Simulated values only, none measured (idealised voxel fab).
Process module in this document: voxel transistor to metal
FYI the section here is cut, 205 nm wide, cells are 5 nm squares.
Cross-section format: a grid of square cells, given as bands from top to bottom; each band is one or more rows of cells. Read a band's entry like this: the first values are the height of its top and the height of its bottom in nm, and what follows is the sequence of materials from left to right, each with its width in nm. Note that "blank" is empty space, and that a single material marked "throughout" reaches across the band from edge to edge. Measure heights from 0. That's the level where, below it, the as-received wafer is all one material. The lowest band is bottomless and extends downward; write it as in "z 0 and below". Width: "30..40" (first number = top row, second number = bottom row, same change from row to row of cells). No cell of the cross-section changed in a step that is given as "remains unaltered". The list in "Sealed voids" covers empty spaces of 8 cells or more that cannot reach the top through any open way, and it gives each as width x height at distance; the distance is from the left edge, and width, height and distance are in nm. It should be noted that, on the line of a given step, the content following the step's settings is a remark produced by the simulator itself with respect to that step. Among the settings permitted on a step's line is "overlay nm"; applied to a step with a mask, it specifies the extent to which the mask lay to the right of its planned position, whereas a negative figure signifies a position to the left. Structure of the following material. The material consists of pairs of cross-sections. Each pair comprises the cross-section before one process step and the cross-section after that step, the latter shown only down to the lowest band that changed. The step between the cross-sections is specified beneath each pair, including its settings. Pairs are not necessarily consecutive: they may derive from different runs of this module performed on the same starting wafer. Continuity with the pair above is to be assumed only where the entry headed "Pre-step geometry" of the pair in question states it.
PRE-STEP GEOMETRY
* z 35 to 25: blank 80 nm; SiN 10 nm; SiCN 20 nm; SiN 10 nm; blank 85 nm
* z 25 to 0: blank 75 nm; SiN 10 nm; SiO2 5 nm; polySi 20 nm; SiO2 5 nm; SiN 10 nm; blank 80 nm
* z 0 to -5: blank 45 nm; pSi 30 nm; SiN 10 nm; SiO2 30 nm; SiN 10 nm; pSi 30 nm; blank 50 nm
* z -5 to -10: blank 40 nm; SiN 10 nm; Si 100 nm; SiN 10 nm; blank 45 nm
* z -10 to -15: blank 40 nm; SiO2 10 nm; Si 100 nm; SiO2 10 nm; blank 45 nm
* z -15 to -40: SiO2 50 nm; Si 100 nm; SiO2 55 nm
* z -40 and below: Si throughout
* Sealed voids: none
SECTIONAL VIEW, POST-PROCESS
* z 45 to 35: SiO2 throughout
* z 35 to 25: SiO2 80 nm; SiN 10 nm; SiCN 20 nm; SiN 10 nm; SiO2 85 nm
* z 25 to 0: SiO2 75 nm; SiN 10 nm; SiO2 5 nm; polySi 20 nm; SiO2 5 nm; SiN 10 nm; SiO2 80 nm
* z 0 to -5: SiO2 45 nm; pSi 30 nm; SiN 10 nm; SiO2 30 nm; SiN 10 nm; pSi 30 nm; SiO2 50 nm
* z -5 to -10: SiO2 40 nm; SiN 10 nm; Si 100 nm; SiN 10 nm; SiO2 45 nm
* z -10 to -40: SiO2 50 nm; Si 100 nm; SiO2 55 nm
* For the remainder of the cross-section, below -40, there is no change.
* Sealed voids: none
What was done to get from the before section above to the after section? op FILL_DEP | material SiO2 | thk nm 10
Pre-step geometry: identical to the post-step cross-section of the immediately preceding pair.
SECTIONAL VIEW, POST-PROCESS
* z 35 to 25: SiO2 80 nm; SiN 10 nm; SiCN 20 nm; SiN 10 nm; SiO2 85 nm
* For the remainder of the cross-section, below 25, there is no change.
* Sealed voids: none
What was done to get from the before section above to the after section? op CMP | height nm 35
Pre-step geometry: identical to the post-step cross-section of the immediately preceding pair.
SECTIONAL VIEW, POST-PROCESS
* z 50 to 35: SiO2 throughout
* For the remainder of the cross-section, below 35, there is no change.
* Sealed voids: none
What was done to get from the before section above to the after section? op DIRECTIONAL_DEP | material SiO2 | thk nm 15
Pre-step geometry: identical to the post-step cross-section of the immediately preceding pair.
SECTIONAL VIEW, POST-PROCESS
* z 50 to 35: SiO2 55 nm; blank 30 nm; SiO2 30 nm; blank 30 nm; SiO2 60 nm
* z 35 to 25: SiO2 55 nm; blank 25 nm; SiN 10 nm; SiCN 20 nm; SiN 10 nm; blank 25 nm; SiO2 60 nm
* z 25 to 0: SiO2 55 nm; blank 20 nm; SiN 10 nm; SiO2 5 nm; polySi 20 nm; SiO2 5 nm; SiN 10 nm; blank 20 nm; SiO2 60 nm
* For the remainder of the cross-section, below 0, there is no change.
* Sealed voids: none
What was done to get from the before section above to the after section? op MASKED_ETCH | tone open | mask id CONTACT | width nm 30 | pitch nm 60 | etch materials SiO2 | depth nm 50 | overlay nm 0
Pre-step geometry: identical to the post-step cross-section of the immediately preceding pair.
SECTIONAL VIEW, POST-PROCESS
* z 55 to 50: TiN 60 nm; blank 20 nm; TiN 40 nm; blank 20 nm; TiN 65 nm
* z 50 to 40: SiO2 55 nm; TiN 5 nm; blank 20 nm; TiN 5 nm; SiO2 30 nm; TiN 5 nm; blank 20 nm; TiN 5 nm; SiO2 60 nm
* z 40 to 35: SiO2 55 nm; TiN 5 nm; blank 15 nm; TiN 10 nm; SiO2 30 nm; TiN 10 nm; blank 15 nm; TiN 5 nm; SiO2 60 nm
* z 35 to 25: SiO2 55 nm; TiN 5 nm; blank 15..10 nm; TiN 5..10 nm; SiN 10 nm; SiCN 20 nm; SiN 10 nm; TiN 5..10 nm; blank 15..10 nm; TiN 5 nm; SiO2 60 nm
* z 25 to 5: SiO2 55 nm; TiN 5 nm; blank 10 nm; TiN 5 nm; SiN 10 nm; SiO2 5 nm; polySi 20 nm; SiO2 5 nm; SiN 10 nm; TiN 5 nm; blank 10 nm; TiN 5 nm; SiO2 60 nm
* z 5 to 0: SiO2 55 nm; TiN 20 nm; SiN 10 nm; SiO2 5 nm; polySi 20 nm; SiO2 5 nm; SiN 10 nm; TiN 20 nm; SiO2 60 nm
* For the remainder of the cross-section, below 0, there is no change.
* Sealed voids: none
What was done to get from the before section above to the after section? op CONFORMAL_DEP | material TiN | thk nm 5
Pre-step geometry: identical to the post-step cross-section of the immediately preceding pair.
SECTIONAL VIEW, POST-PROCESS
* z 60 to 55: Ru throughout
* z 55 to 50: TiN 60 nm; Ru 20 nm; TiN 40 nm; Ru 20 nm; TiN 65 nm
* z 50 to 40: SiO2 55 nm; TiN 5 nm; Ru 20 nm; TiN 5 nm; SiO2 30 nm; TiN 5 nm; Ru 20 nm; TiN 5 nm; SiO2 60 nm
* z 40 to 35: SiO2 55 nm; TiN 5 nm; Ru 15 nm; TiN 10 nm; SiO2 30 nm; TiN 10 nm; Ru 15 nm; TiN 5 nm; SiO2 60 nm
* z 35 to 25: SiO2 55 nm; TiN 5 nm; Ru 15..10 nm; TiN 5..10 nm; SiN 10 nm; SiCN 20 nm; SiN 10 nm; TiN 5..10 nm; Ru 15..10 nm; TiN 5 nm; SiO2 60 nm
* z 25 to 5: SiO2 55 nm; TiN 5 nm; Ru 10 nm; TiN 5 nm; SiN 10 nm; SiO2 5 nm; polySi 20 nm; SiO2 5 nm; SiN 10 nm; TiN 5 nm; Ru 10 nm; TiN 5 nm; SiO2 60 nm
* For the remainder of the cross-section, below 5, there is no change.
* Sealed voids: none
What was done to get from the before section above to the after section? op FILL_DEP | material Ru | thk nm 5
Pre-step geometry: identical to the post-step cross-section of the immediately preceding pair.
SECTIONAL VIEW, POST-PROCESS
* z 50 to 40: SiO2 55 nm; TiN 5 nm; Ru 20 nm; TiN 5 nm; SiO2 30 nm; TiN 5 nm; Ru 20 nm; TiN 5 nm; SiO2 60 nm
* For the remainder of the cross-section, below 40, there is no change.
* Sealed voids: none
What was done to get from the before section above to the after section? op CMP | height nm 50
Pre-step geometry: identical to the post-step cross-section of the immediately preceding pair.
SECTIONAL VIEW, POST-PROCESS
* z 55 to 50: SiCN throughout
* For the remainder of the cross-section, below 50, there is no change.
* Sealed voids: none
What was done to get from the before section above to the after section? op CONFORMAL_DEP | material SiCN | thk nm 5
Pre-step geometry: identical to the post-step cross-section of the immediately preceding pair.
SECTIONAL VIEW, POST-PROCESS
* z 70 to 55: SiO2 throughout
* For the remainder of the cross-section, below 55, there is no change.
* Sealed voids: none
What was done to get from the before section above to the after section? op DIRECTIONAL_DEP | material SiO2 | thk nm 15
Pre-step geometry: identical to the post-step cross-section of the immediately preceding pair.
SECTIONAL VIEW, POST-PROCESS
* z 70 to 55: SiO2 55 nm; blank 15 nm; SiO2 60 nm; blank 15 nm; SiO2 60 nm
* For the remainder of the cross-section, below 55, there is no change.
* Sealed voids: none
What was done to get from the before section above to the after section? op MASKED_ETCH | tone open | mask id METAL_1 | width nm 15 | pitch nm 75 | etch materials SiO2 | depth nm 15 | overlay nm 0
Pre-step geometry: identical to the post-step cross-section of the immediately preceding pair.
SECTIONAL VIEW, POST-PROCESS
* z 70 to 55: SiO2 55 nm; blank 15 nm; SiO2 60 nm; blank 15 nm; SiO2 60 nm
* z 55 to 50: SiCN 55 nm; blank 15 nm; SiCN 60 nm; blank 15 nm; SiCN 60 nm
* For the remainder of the cross-section, below 50, there is no change.
* Sealed voids: none
What was done to get from the before section above to the after section? op MASKED_ETCH | tone open | mask id METAL_1 | width nm 15 | pitch nm 75 | etch materials SiCN | depth nm 5 | overlay nm 0
Pre-step geometry: identical to the post-step cross-section of the immediately preceding pair.
SECTIONAL VIEW, POST-PROCESS
* z 75 to 70: TiN 60 nm; blank 5 nm; TiN 70 nm; blank 5 nm; TiN 65 nm
* z 70 to 55: SiO2 55 nm; TiN 5 nm; blank 5 nm; TiN 5 nm; SiO2 60 nm; TiN 5 nm; blank 5 nm; TiN 5 nm; SiO2 60 nm
* z 55 to 50: SiCN 55 nm; TiN 15 nm; SiCN 60 nm; TiN 15 nm; SiCN 60 nm
* For the remainder of the cross-section, below 50, there is no change.
* Sealed voids: none
What was done to get from the before section above to the after section? op CONFORMAL_DEP | material TiN | thk nm 5
Pre-step geometry: identical to the post-step cross-section of the immediately preceding pair.
SECTIONAL VIEW, POST-PROCESS
* z 85 to 75: Ru throughout
* z 75 to 70: TiN 60 nm; Ru 5 nm; TiN 70 nm; Ru 5 nm; TiN 65 nm
* z 70 to 55: SiO2 55 nm; TiN 5 nm; Ru 5 nm; TiN 5 nm; SiO2 60 nm; TiN 5 nm; Ru 5 nm; TiN 5 nm; SiO2 60 nm
* For the remainder of the cross-section, below 55, there is no change.
* Sealed voids: none
What was done to get from the before section above to the after section? op FILL_DEP | material Ru | thk nm 10
Pre-step geometry: identical to the post-step cross-section of the immediately preceding pair.
SECTIONAL VIEW, POST-PROCESS
* z 70 to 55: SiO2 55 nm; TiN 5 nm; Ru 5 nm; TiN 5 nm; SiO2 60 nm; TiN 5 nm; Ru 5 nm; TiN 5 nm; SiO2 60 nm
* For the remainder of the cross-section, below 55, there is no change.
* Sealed voids: none
What was done to get from the before section above to the after section? op CMP | height nm 70
Pre-step geometry: identical to the post-step cross-section of the immediately preceding pair.
SECTIONAL VIEW, POST-PROCESS
* z 75 to 70: SiCN throughout
* For the remainder of the cross-section, below 70, there is no change.
* Sealed voids: none
What was done to get from the before section above to the after section? op CONFORMAL_DEP | material SiCN | thk nm 5
Pre-step geometry: identical to the post-step cross-section of the immediately preceding pair.
SECTIONAL VIEW, POST-PROCESS
* z 105 to 75: SiO2 throughout
* For the remainder of the cross-section, below 75, there is no change.
* Sealed voids: none
What was done to get from the before section above to the after section? op DIRECTIONAL_DEP | material SiO2 | thk nm 30
Pre-step geometry: identical to the post-step cross-section of the immediately preceding pair.
SECTIONAL VIEW, POST-PROCESS
* z 120 to 105: resist 55 nm; blank 15 nm; resist 60 nm; blank 15 nm; resist 60 nm
* For the remainder of the cross-section, below 105, there is no change.
* Sealed voids: none
What was done to get from the before section above to the after section? op PATTERN | tone open | mask id METAL_2 | material resist | width nm 15 | pitch nm 75 | thk nm 15 | overlay nm 0
Pre-step geometry: identical to the post-step cross-section of the immediately preceding pair.
SECTIONAL VIEW, POST-PROCESS
* z 120 to 105: resist 55 nm; blank 15 nm; resist 60 nm; blank 15 nm; resist 60 nm
* z 105 to 85: SiO2 55 nm; blank 15 nm; SiO2 60 nm; blank 15 nm; SiO2 60 nm
* For the remainder of the cross-section, below 85, there is no change.
* Sealed voids: none
What was done to get from the before section above to the after section? op DIRECTIONAL_ETCH | etch materials SiO2 | depth nm 20
Pre-step geometry: identical to the post-step cross-section of the immediately preceding pair.
SECTIONAL VIEW, POST-PROCESS
* z 105 to 85: SiO2 55 nm; blank 15 nm; SiO2 60 nm; blank 15 nm; SiO2 60 nm
* For the remainder of the cross-section, below 85, there is no change.
* Sealed voids: none
What was done to get from the before section above to the after section? op STRIP | etch materials resist
Pre-step geometry: identical to the post-step cross-section of the immediately preceding pair.
SECTIONAL VIEW, POST-PROCESS
* z 105 to 75: SiO2 55 nm; blank 15 nm; SiO2 60 nm; blank 15 nm; SiO2 60 nm
* For the remainder of the cross-section, below 75, there is no change.
* Sealed voids: none
What was done to get from the before section above to the after section? op MASKED_ETCH | tone open | mask id METAL_2_HOLES | width nm 15 | pitch nm 75 | etch materials SiO2 | depth nm 10 | overlay nm 0
Pre-step geometry: identical to the post-step cross-section of the immediately preceding pair.
SECTIONAL VIEW, POST-PROCESS
* z 105 to 75: SiO2 55 nm; blank 15 nm; SiO2 60 nm; blank 15 nm; SiO2 60 nm
* z 75 to 70: SiCN 55 nm; blank 15 nm; SiCN 60 nm; blank 15 nm; SiCN 60 nm
* For the remainder of the cross-section, below 70, there is no change.
* Sealed voids: none
What was done to get from the before section above to the after section? op MASKED_ETCH | tone open | mask id METAL_2_HOLES | width nm 15 | pitch nm 75 | etch materials SiCN | depth nm 5 | overlay nm 0
Pre-step geometry: identical to the post-step cross-section of the immediately preceding pair.
SECTIONAL VIEW, POST-PROCESS
* z 110 to 105: TiN 60 nm; blank 5 nm; TiN 70 nm; blank 5 nm; TiN 65 nm
* z 105 to 75: SiO2 55 nm; TiN 5 nm; blank 5 nm; TiN 5 nm; SiO2 60 nm; TiN 5 nm; blank 5 nm; TiN 5 nm; SiO2 60 nm
* z 75 to 70: SiCN 55 nm; TiN 15 nm; SiCN 60 nm; TiN 15 nm; SiCN 60 nm
* For the remainder of the cross-section, below 70, there is no change.
* Sealed voids: none
What was done to get from the before section above to the after section? op CONFORMAL_DEP | material TiN | thk nm 5
Pre-step geometry: identical to the post-step cross-section of the immediately preceding pair.
SECTIONAL VIEW, POST-PROCESS
* z 120 to 110: Ru throughout
* z 110 to 105: TiN 60 nm; Ru 5 nm; TiN 70 nm; Ru 5 nm; TiN 65 nm
* z 105 to 75: SiO2 55 nm; TiN 5 nm; Ru 5 nm; TiN 5 nm; SiO2 60 nm; TiN 5 nm; Ru 5 nm; TiN 5 nm; SiO2 60 nm
* For the remainder of the cross-section, below 75, there is no change.
* Sealed voids: none
What was done to get from the before section above to the after section? op FILL_DEP | material Ru | thk nm 10
Pre-step geometry: identical to the post-step cross-section of the immediately preceding pair.
SECTIONAL VIEW, POST-PROCESS
* z 105 to 75: SiO2 55 nm; TiN 5 nm; Ru 5 nm; TiN 5 nm; SiO2 60 nm; TiN 5 nm; Ru 5 nm; TiN 5 nm; SiO2 60 nm
* For the remainder of the cross-section, below 75, there is no change.
* Sealed voids: none
What was done to get from the before section above to the after section? op CMP | height nm 105
Pre-step geometry: identical to the post-step cross-section of the immediately preceding pair.
SECTIONAL VIEW, POST-PROCESS
* z 110 to 105: SiCN throughout
* For the remainder of the cross-section, below 105, there is no change.
* Sealed voids: none
What was done to get from the before section above to the after section? op CONFORMAL_DEP | material SiCN | thk nm 5
PRE-STEP GEOMETRY
* z 30 to 15: aC throughout
* z 15 to 5: SiN throughout
* z 5 to 0: SiO2 throughout
* z 0 and below: Si throughout
* Sealed voids: none
SECTIONAL VIEW, POST-PROCESS
* z 65 to 30: blank 50 nm; resist 105 nm; blank 50 nm
* For the remainder of the cross-section, below 30, there is no change.
* Sealed voids: none
What was done to get from the before section above to the after section? op PATTERN | tone cover | mask id ACTIVE | material resist | width nm 105 | thk nm 35 | overlay nm 0
Pre-step geometry: identical to the post-step cross-section of the immediately preceding pair.
SECTIONAL VIEW, POST-PROCESS
* z 50 to 30: blank 50 nm; resist 105 nm; blank 50 nm
* z 30 to 15: blank 50 nm; aC 105 nm; blank 50 nm
* For the remainder of the cross-section, below 15, there is no change.
* Sealed voids: none
What was done to get from the before section above to the after section? op DIRECTIONAL_ETCH | etch materials aC | depth nm 15
Pre-step geometry: identical to the post-step cross-section of the immediately preceding pair.
SECTIONAL VIEW, POST-PROCESS
* z 30 to 15: blank 50 nm; aC 105 nm; blank 50 nm
* For the remainder of the cross-section, below 15, there is no change.
* Sealed voids: none
What was done to get from the before section above to the after section? op STRIP | etch materials resist
Pre-step geometry: identical to the post-step cross-section of the immediately preceding pair.
SECTIONAL VIEW, POST-PROCESS
* z 30 to 15: blank 50 nm; aC 105 nm; blank 50 nm
* z 15 to 5: blank 50 nm; SiN 105 nm; blank 50 nm
* For the remainder of the cross-section, below 5, there is no change.
* Sealed voids: none
What was done to get from the before section above to the after section? op DIRECTIONAL_ETCH | etch materials SiN | depth nm 10
Pre-step geometry: identical to the post-step cross-section of the immediately preceding pair.
SECTIONAL VIEW, POST-PROCESS
* z 30 to 15: blank 50 nm; aC 105 nm; blank 50 nm
* z 15 to 5: blank 50 nm; SiN 105 nm; blank 50 nm
* z 5 to 0: blank 50 nm; SiO2 105 nm; blank 50 nm
* For the remainder of the cross-section, below 0, there is no change.
* Sealed voids: none
What was done to get from the before section above to the after section? op DIRECTIONAL_ETCH | etch materials SiO2 | depth nm 5
Pre-step geometry: identical to the post-step cross-section of the immediately preceding pair.
SECTIONAL VIEW, POST-PROCESS
* z 30 to 15: blank 50 nm; aC 105 nm; blank 50 nm
* z 15 to 5: blank 50 nm; SiN 105 nm; blank 50 nm
* z 5 to 0: blank 50 nm; SiO2 105 nm; blank 50 nm
* z 0 to -35: blank 50 nm; Si 105 nm; blank 50 nm
* For the remainder of the cross-section, below -35, there is no change.
* Sealed voids: none
What was done to get from the before section above to the after section? op DIRECTIONAL_ETCH | etch materials Si | depth nm 35
Pre-step geometry: identical to the post-step cross-section of the immediately preceding pair.
SECTIONAL VIEW, POST-PROCESS
* z 15 to 5: blank 50 nm; SiN 105 nm; blank 50 nm
* For the remainder of the cross-section, below 5, there is no change.
* Sealed voids: none
What was done to get from the before section above to the after section? op STRIP | etch materials aC
Pre-step geometry: identical to the post-step cross-section of the immediately preceding pair.
SECTIONAL VIEW, POST-PROCESS
* z 15 to 5: blank 50 nm; SiN 105 nm; blank 50 nm
* z 5 to 0: blank 50 nm; SiO2 105 nm; blank 50 nm
* z 0 to -35: blank 50 nm; SiO2 5 nm; Si 95 nm; SiO2 5 nm; blank 50 nm
* z -35 to -40: SiO2 55 nm; Si 95 nm; SiO2 55 nm
* For the remainder of the cross-section, below -40, there is no change.
* Sealed voids: none
What was done to get from the before section above to the after section? op OXIDIZE | depth nm 5
Pre-step geometry: identical to the post-step cross-section of the immediately preceding pair.
SECTIONAL VIEW, POST-PROCESS
* z 25 to 15: SiO2 throughout
* z 15 to 5: SiO2 50 nm; SiN 105 nm; SiO2 50 nm
* z 5 to 0: SiO2 throughout
* z 0 to -40: SiO2 55 nm; Si 95 nm; SiO2 55 nm
* For the remainder of the cross-section, below -40, there is no change.
* Sealed voids: none
What was done to get from the before section above to the after section? op FILL_DEP | material SiO2 | thk nm 10
Pre-step geometry: identical to the post-step cross-section of the immediately preceding pair.
SECTIONAL VIEW, POST-PROCESS
* z 15 to 5: SiO2 50 nm; SiN 105 nm; SiO2 50 nm
* For the remainder of the cross-section, below 5, there is no change.
* Sealed voids: none
What was done to get from the before section above to the after section? op CMP | height nm 15
Pre-step geometry: identical to the post-step cross-section of the immediately preceding pair.
SECTIONAL VIEW, POST-PROCESS
* z 15 to 5: blank 50 nm; SiN 105 nm; blank 50 nm
* For the remainder of the cross-section, below 5, there is no change.
* Sealed voids: none
What was done to get from the before section above to the after section? op SELECTIVE_ETCH | etch materials SiO2 | depth nm 10
Pre-step geometry: identical to the post-step cross-section of the immediately preceding pair.
SECTIONAL VIEW, POST-PROCESS
* z 5 to 0: SiO2 throughout
* For the remainder of the cross-section, below 0, there is no change.
* Sealed voids: none
What was done to get from the before section above to the after section? op STRIP | etch materials SiN
Pre-step geometry: identical to the post-step cross-section of the immediately preceding pair.
SECTIONAL VIEW, POST-PROCESS
* z 0 to -40: SiO2 55 nm; Si 95 nm; SiO2 55 nm
* For the remainder of the cross-section, below -40, there is no change.
* Sealed voids: none
What was done to get from the before section above to the after section? op SELECTIVE_ETCH | etch materials SiO2 | depth nm 5
Pre-step geometry: identical to the post-step cross-section of the immediately preceding pair.
SECTIONAL VIEW, POST-PROCESS
* z 0 to -5: SiO2 throughout
* For the remainder of the cross-section, below -5, there is no change.
* Sealed voids: none
What was done to get from the before section above to the after section? op OXIDIZE | depth nm 5
Pre-step geometry: identical to the post-step cross-section of the immediately preceding pair.
SECTIONAL VIEW, POST-PROCESS
* z 25 to 0: polySi throughout
* For the remainder of the cross-section, below 0, there is no change.
* Sealed voids: none
What was done to get from the before section above to the after section? op DIRECTIONAL_DEP | material polySi | thk nm 25
Pre-step geometry: identical to the post-step cross-section of the immediately preceding pair.
SECTIONAL VIEW, POST-PROCESS
* z 35 to 25: SiCN throughout
* For the remainder of the cross-section, below 25, there is no change.
* Sealed voids: none
What was done to get from the before section above to the after section? op DIRECTIONAL_DEP | material SiCN | thk nm 10
Pre-step geometry: identical to the post-step cross-section of the immediately preceding pair.
SECTIONAL VIEW, POST-PROCESS
* z 45 to 35: aC throughout
* For the remainder of the cross-section, below 35, there is no change.
* Sealed voids: none
What was done to get from the before section above to the after section? op DIRECTIONAL_DEP | material aC | thk nm 10
Pre-step geometry: identical to the post-step cross-section of the immediately preceding pair.
SECTIONAL VIEW, POST-PROCESS
* z 70 to 45: blank 90 nm; resist 20 nm; blank 95 nm
* For the remainder of the cross-section, below 45, there is no change.
* Sealed voids: none
What was done to get from the before section above to the after section? op PATTERN | tone cover | mask id GATE | material resist | width nm 20 | thk nm 25 | overlay nm 0
Pre-step geometry: identical to the post-step cross-section of the immediately preceding pair.
SECTIONAL VIEW, POST-PROCESS
* z 60 to 45: blank 90 nm; resist 20 nm; blank 95 nm
* z 45 to 35: blank 90 nm; aC 20 nm; blank 95 nm
* For the remainder of the cross-section, below 35, there is no change.
* Sealed voids: none
What was done to get from the before section above to the after section? op DIRECTIONAL_ETCH | etch materials aC | depth nm 10
Pre-step geometry: identical to the post-step cross-section of the immediately preceding pair.
SECTIONAL VIEW, POST-PROCESS
* z 45 to 35: blank 90 nm; aC 20 nm; blank 95 nm
* For the remainder of the cross-section, below 35, there is no change.
* Sealed voids: none
What was done to get from the before section above to the after section? op STRIP | etch materials resist
Pre-step geometry: identical to the post-step cross-section of the immediately preceding pair.
SECTIONAL VIEW, POST-PROCESS
* z 45 to 35: blank 90 nm; aC 20 nm; blank 95 nm
* z 35 to 25: blank 90 nm; SiCN 20 nm; blank 95 nm
* For the remainder of the cross-section, below 25, there is no change.
* Sealed voids: none
What was done to get from the before section above to the after section? op DIRECTIONAL_ETCH | etch materials SiCN | depth nm 20
Pre-step geometry: identical to the post-step cross-section of the immediately preceding pair.
SECTIONAL VIEW, POST-PROCESS
* z 45 to 35: blank 90 nm; aC 20 nm; blank 95 nm
* z 35 to 25: blank 90 nm; SiCN 20 nm; blank 95 nm
* z 25 to 0: blank 90 nm; polySi 20 nm; blank 95 nm
* For the remainder of the cross-section, below 0, there is no change.
* Sealed voids: none
What was done to get from the before section above to the after section? op DIRECTIONAL_ETCH | etch materials polySi | depth nm 35
Pre-step geometry: identical to the post-step cross-section of the immediately preceding pair.
SECTIONAL VIEW, POST-PROCESS
* z 35 to 25: blank 90 nm; SiCN 20 nm; blank 95 nm
* For the remainder of the cross-section, below 25, there is no change.
* Sealed voids: none
What was done to get from the before section above to the after section? op STRIP | etch materials aC
Pre-step geometry: identical to the post-step cross-section of the immediately preceding pair.
SECTIONAL VIEW, POST-PROCESS
* z 40 to 35: blank 85 nm; SiO2 30 nm; blank 90 nm
* z 35 to 25: blank 85 nm; SiO2 5 nm; SiCN 20 nm; SiO2 5 nm; blank 90 nm
* z 25 to 5: blank 85 nm; SiO2 5 nm; polySi 20 nm; SiO2 5 nm; blank 90 nm
* z 5 to 0: SiO2 90 nm; polySi 20 nm; SiO2 95 nm
* For the remainder of the cross-section, below 0, there is no change.
* Sealed voids: none
What was done to get from the before section above to the after section? op CONFORMAL_DEP | material SiO2 | thk nm 5
Pre-step geometry: identical to the post-step cross-section of the immediately preceding pair.
SECTIONAL VIEW, POST-PROCESS
* z 35 to 25: blank 85 nm; SiO2 5 nm; SiCN 20 nm; SiO2 5 nm; blank 90 nm
* z 25 to 0: blank 85 nm; SiO2 5 nm; polySi 20 nm; SiO2 5 nm; blank 90 nm
* For the remainder of the cross-section, below 0, there is no change.
* Sealed voids: none
What was done to get from the before section above to the after section? op DIRECTIONAL_ETCH | etch materials SiO2 | depth nm 5
Pre-step geometry: identical to the post-step cross-section of the immediately preceding pair.
SECTIONAL VIEW, POST-PROCESS
* z 45 to 35: blank 75 nm; SiN 50 nm; blank 80 nm
* z 35 to 25: blank 75 nm; SiN 10 nm; SiO2 5 nm; SiCN 20 nm; SiO2 5 nm; SiN 10 nm; blank 80 nm
* z 25 to 10: blank 75 nm; SiN 10 nm; SiO2 5 nm; polySi 20 nm; SiO2 5 nm; SiN 10 nm; blank 80 nm
* z 10 to 0: SiN 85 nm; SiO2 5 nm; polySi 20 nm; SiO2 5 nm; SiN 90 nm
* For the remainder of the cross-section, below 0, there is no change.
* Sealed voids: none
What was done to get from the before section above to the after section? op CONFORMAL_DEP | material SiN | thk nm 10
Pre-step geometry: identical to the post-step cross-section of the immediately preceding pair.
SECTIONAL VIEW, POST-PROCESS
* z 35 to 25: blank 75 nm; SiN 10 nm; SiO2 5 nm; SiCN 20 nm; SiO2 5 nm; SiN 10 nm; blank 80 nm
* z 25 to 0: blank 75 nm; SiN 10 nm; SiO2 5 nm; polySi 20 nm; SiO2 5 nm; SiN 10 nm; blank 80 nm
* For the remainder of the cross-section, below 0, there is no change.
* Sealed voids: none
What was done to get from the before section above to the after section? op DIRECTIONAL_ETCH | etch materials SiN | depth nm 10
Pre-step geometry: identical to the post-step cross-section of the immediately preceding pair.
SECTIONAL VIEW, POST-PROCESS
* z 35 to 30: blank 75 nm; SiN 10 nm; blank 5 nm; SiCN 20 nm; blank 5 nm; SiN 10 nm; blank 80 nm
* z 30 to 25: blank 75 nm; SiN 10 nm; SiO2 5 nm; SiCN 20 nm; SiO2 5 nm; SiN 10 nm; blank 80 nm
* z 25 to 0: blank 75 nm; SiN 10 nm; SiO2 5 nm; polySi 20 nm; SiO2 5 nm; SiN 10 nm; blank 80 nm
* z 0 to -5: blank 75 nm; SiO2 50 nm; blank 80 nm
* For the remainder of the cross-section, below -5, there is no change.
* Sealed voids: none
What was done to get from the before section above to the after section? op DIRECTIONAL_ETCH | etch materials SiO2 | depth nm 5
Pre-step geometry: identical to the post-step cross-section of the immediately preceding pair.
SECTIONAL VIEW, POST-PROCESS
* z 35 to 30: blank 75 nm; SiN 10 nm; blank 5 nm; SiCN 20 nm; blank 5 nm; SiN 10 nm; blank 80 nm
* z 30 to 25: blank 75 nm; SiN 10 nm; SiO2 5 nm; SiCN 20 nm; SiO2 5 nm; SiN 10 nm; blank 80 nm
* z 25 to 0: blank 75 nm; SiN 10 nm; SiO2 5 nm; polySi 20 nm; SiO2 5 nm; SiN 10 nm; blank 80 nm
* z 0 to -5: blank 50 nm; pSi 25 nm; SiO2 50 nm; pSi 30 nm; blank 50 nm
* For the remainder of the cross-section, below -5, there is no change.
* Sealed voids: none
What was done to get from the before section above to the after section? op EPI | material pSi | thk nm 5
Pre-step geometry: identical to the post-step cross-section of the immediately preceding pair.
SECTIONAL VIEW, POST-PROCESS
* z 45 to 35: SiO2 throughout
* z 35 to 25: SiO2 75 nm; SiN 10 nm; SiO2 5 nm; SiCN 20 nm; SiO2 5 nm; SiN 10 nm; SiO2 80 nm
* z 25 to 0: SiO2 75 nm; SiN 10 nm; SiO2 5 nm; polySi 20 nm; SiO2 5 nm; SiN 10 nm; SiO2 80 nm
* z 0 to -5: SiO2 50 nm; pSi 25 nm; SiO2 50 nm; pSi 30 nm; SiO2 50 nm
* For the remainder of the cross-section, below -5, there is no change.
* Sealed voids: none
What was done to get from the before section above to the after section? op FILL_DEP | material SiO2 | thk nm 10
Pre-step geometry: identical to the post-step cross-section of the immediately preceding pair.
SECTIONAL VIEW, POST-PROCESS
* z 35 to 25: SiO2 75 nm; SiN 10 nm; SiO2 5 nm; SiCN 20 nm; SiO2 5 nm; SiN 10 nm; SiO2 80 nm
* For the remainder of the cross-section, below 25, there is no change.
* Sealed voids: none
What was done to get from the before section above to the after section? op CMP | height nm 35
Pre-step geometry: identical to the post-step cross-section of the immediately preceding pair.
SECTIONAL VIEW, POST-PROCESS
* z 50 to 35: SiO2 throughout
* For the remainder of the cross-section, below 35, there is no change.
* Sealed voids: none
What was done to get from the before section above to the after section? op DIRECTIONAL_DEP | material SiO2 | thk nm 15
Pre-step geometry: identical to the post-step cross-section of the immediately preceding pair.
SECTIONAL VIEW, POST-PROCESS
* z 50 to 35: SiO2 55 nm; blank 30 nm; SiO2 30 nm; blank 30 nm; SiO2 60 nm
* z 35 to 25: SiO2 55 nm; blank 20 nm; SiN 10 nm; SiO2 5 nm; SiCN 20 nm; SiO2 5 nm; SiN 10 nm; blank 20 nm; SiO2 60 nm
* z 25 to 0: SiO2 55 nm; blank 20 nm; SiN 10 nm; SiO2 5 nm; polySi 20 nm; SiO2 5 nm; SiN 10 nm; blank 20 nm; SiO2 60 nm
* For the remainder of the cross-section, below 0, there is no change.
* Sealed voids: none
What was done to get from the before section above to the after section? op MASKED_ETCH | tone open | mask id CONTACT | width nm 30 | pitch nm 60 | etch materials SiO2 | depth nm 50 | overlay nm 0
